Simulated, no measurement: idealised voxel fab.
Process module, titled voxel wiring stack
Cross-section cut spans 250 nm and uses square cells 5 nm in size.
Cross-sections here: square-cell grids, written as top-down lists of bands, a band being one or more rows of cells.
A band entry consists of two parts. The first gives the height of the band's top and the height of its bottom, in nm. The rest lists the band's materials from left to right, each with its width in nm. A single material labelled with the word "everywhere" fills the band from edge to edge, and the word "empty" marks empty space.
Height reference: 0 = level under which incoming wafer is all one material. Lowest band: no bottom, runs on downward, e.g. "from 0 down".
Graded width ("30 to 40"): value in top row of band = first number; value in bottom row = second number; row-to-row change constant.
Step marked "no change occurred"? Then no cell in the cross-section changed in it.
So "Sealed internal cavities" is basically the list of trapped voids: any empty space of 8 cells or more that can't reach the top through an opening. They're written width x height at distance, the distance being from the left edge, and it's all nm.
Read whatever lies past the settings on a step's line as the simulator's own remark about the step.
"overlay nm", when on a step's line for a step with a mask, measures how far to the right of its planned place the mask lay; a negative measure means to the left.

Below is the list of planned process steps:
1 RECEIVE with material Si
2 CONFORMAL_DEP with material SiO2, thk nm 10
3 CONFORMAL_DEP with material SiN, thk nm 5
4 DIRECTIONAL_DEP with material SiO2, thk nm 15
5 MASKED_ETCH with tone open, mask id METAL_1, width nm 25, pitch nm 50, etch materials SiO2, depth nm 15, overlay nm 0
6 MASKED_ETCH with tone open, mask id METAL_1, width nm 25, pitch nm 50, etch materials SiN, depth nm 5, overlay nm 0
7 CONFORMAL_DEP with material TiN, thk nm 5
8 FILL_DEP with material Cu, thk nm 10
9 CMP with height nm 30
10 EPI with material Ru, thk nm 5
11 FILL_DEP with material SiCN, thk nm 5
12 DIRECTIONAL_DEP with material lowk, thk nm 15
13 MASKED_ETCH with tone open, mask id PLUG_1, width nm 15, pitch nm 50, etch materials lowk, depth nm 15, overlay nm 0
14 MASKED_ETCH with tone open, mask id PLUG_1, width nm 15, pitch nm 50, etch materials SiCN, depth nm 5, overlay nm 0
15 EPI with material Ru, thk nm 10
16 EPI with material Ru, thk nm 10
17 CONFORMAL_DEP with material SiN, thk nm 5
18 DIRECTIONAL_DEP with material SiO2, thk nm 25
19 PATTERN with tone open, mask id METAL_2, material resist, width nm 25, pitch nm 50, thk nm 20, overlay nm 0
20 DIRECTIONAL_ETCH with etch materials SiO2, depth nm 25
21 DIRECTIONAL_ETCH with etch materials SiN, depth nm 5
22 STRIP with etch materials resist
23 CONFORMAL_DEP with material TiN, thk nm 5
24 FILL_DEP with material Cu, thk nm 5
25 CMP with height nm 85
26 CONFORMAL_DEP with material SiN, thk nm 5

As received (post step 1): cross-section:
* from 0 down = Si everywhere
* Sealed internal cavities: none

Final cross-section, module run with one mistake (start and plan as above):
* from 90 to 85 = SiN everywhere
* from 85 to 80 = Cu 70 nm, TiN 5 nm, SiO2 10 nm, TiN 5 nm, Cu 15 nm, TiN 20 nm, SiO2 10 nm, TiN 5 nm, Cu 15 nm, TiN 20 nm, Cu 75 nm
* from 80 to 75 = TiN 75 nm, SiO2 10 nm, TiN 5 nm, Cu 15 nm, TiN 5 nm, SiO2 10 nm, TiN 5 nm, SiO2 10 nm, TiN 5 nm, Cu 15 nm, TiN 5 nm, SiO2 10 nm, TiN 80 nm
* from 75 to 60 = SiO2 85 nm, TiN 5 nm, Cu 15 nm, TiN 5 nm, SiO2 25 nm, TiN 5 nm, Cu 15 nm, TiN 5 nm, SiO2 90 nm
* from 60 to 55 = SiO2 75 nm, SiN 10 nm, TiN 25 nm, SiO2 15 nm, SiN 10 nm, TiN 25 nm, SiO2 90 nm
* from 55 to 50 = SiO2 75 nm, SiN 5 nm, Ru 25 nm, SiN 15 nm, SiO2 5 nm, SiN 5 nm, Ru 25 nm, SiN 15 nm, SiO2 80 nm
* from 50 to 45 = SiN 80 nm, lowk 5 nm, Ru 15 nm, lowk 15 nm, SiN 15 nm, lowk 5 nm, Ru 15 nm, lowk 15 nm, SiN 85 nm
* from 45 to 35 = lowk 85 nm, Ru 15 nm, lowk 35 nm, Ru 15 nm, lowk 100 nm
* from 35 to 30 = lowk 80 nm, Ru 35 nm, lowk 15 nm, Ru 35 nm, lowk 85 nm
* from 30 to 15 = SiO2 85 nm, TiN 5 nm, Cu 15 nm, TiN 5 nm, SiO2 25 nm, TiN 5 nm, Cu 15 nm, TiN 5 nm, SiO2 90 nm
* from 15 to 10 = SiN 85 nm, TiN 25 nm, SiN 25 nm, TiN 25 nm, SiN 90 nm
* from 10 to 0 = SiO2 everywhere
* from 0 down = Si everywhere
* Sealed internal cavities: none
What was the processing mistake? step 11 of the plan: omitted, not performed
